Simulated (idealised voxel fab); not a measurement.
The following is a process module called voxel spacer lines.
Displayed cross-section: cut, width of 285 nm, square cells sized 5 nm.
Think of the cross-section as a grid of square cells. We describe it in bands, top to bottom, and each band covers one or more rows of those cells. Quick guide to a band line: top height, bottom height (nm) up front; then every material left to right with its width in nm. Only one material and it's marked "edge to edge"? Then it fills the band edge to edge. And "air" just means empty space. Zero point of the height axis is 0; under it, received wafer = one material. Lowest band: continues down indefinitely, "0 -> down". Width: "30->40" (first number = top row, second number = bottom row, same change from row to row of cells). The designation "no alteration", where it is given for a processing step, indicates that no cell of the cross-section was altered in the course of that step. You'll see "Completely enclosed voids" listing empty spaces that have no way open to the top, as long as they're 8 cells or more; the notation is width x height at distance, where the distance is from the left edge, and all of it is in nm. Read whatever lies past the settings on a step's line as the simulator's own remark about the step. For masked steps, "overlay nm" on the step line gives how far right of plan the mask actually lay; a minus sign means it lay to the left.
[Planned process steps]
1,RECEIVE: material Si
2,CONFORMAL_DEP: material Al2O3, thk nm 10
3,DIRECTIONAL_DEP: material W, thk nm 10
4,DIRECTIONAL_DEP: material aC, thk nm 30
5,PATTERN: tone cover, mask id MANDREL, material resist, width nm 15, pitch nm 80, thk nm 35, overlay nm 0
6,DIRECTIONAL_ETCH: etch materials aC, depth nm 30
7,STRIP: etch materials resist
8,CONFORMAL_DEP: material SiO2, thk nm 15
9,DIRECTIONAL_ETCH: etch materials SiO2, depth nm 15
10,STRIP: etch materials aC
11,DIRECTIONAL_ETCH: etch materials W, depth nm 10
12,STRIP: etch materials SiO2
For this document, wafers share an identical start and vary in the step 5 width nm; the plan quotes the first wafer's value.
[So this is the first of several wafers, cross-sectioned as it came to us, meaning it's at the end of step 1]
    0 -> down | Si edge to edge
    Completely enclosed voids: none
[Each row below is a wafer at the end of the module, listing for every material the number of cells it has gained (+) or lost (-) since it was received, followed by its closed voids]
width nm 15; +114 Al2O3; +24 W; Completely enclosed voids: none
width nm 20; +114 Al2O3; +24 W; Completely enclosed voids: none
width nm 25; +114 Al2O3; +24 W; Completely enclosed voids: none
width nm 30; +114 Al2O3; +24 W; Completely enclosed voids: none
width nm 35; +114 Al2O3; +24 W; Completely enclosed voids: none
width nm 40; +114 Al2O3; +24 W; Completely enclosed voids: none
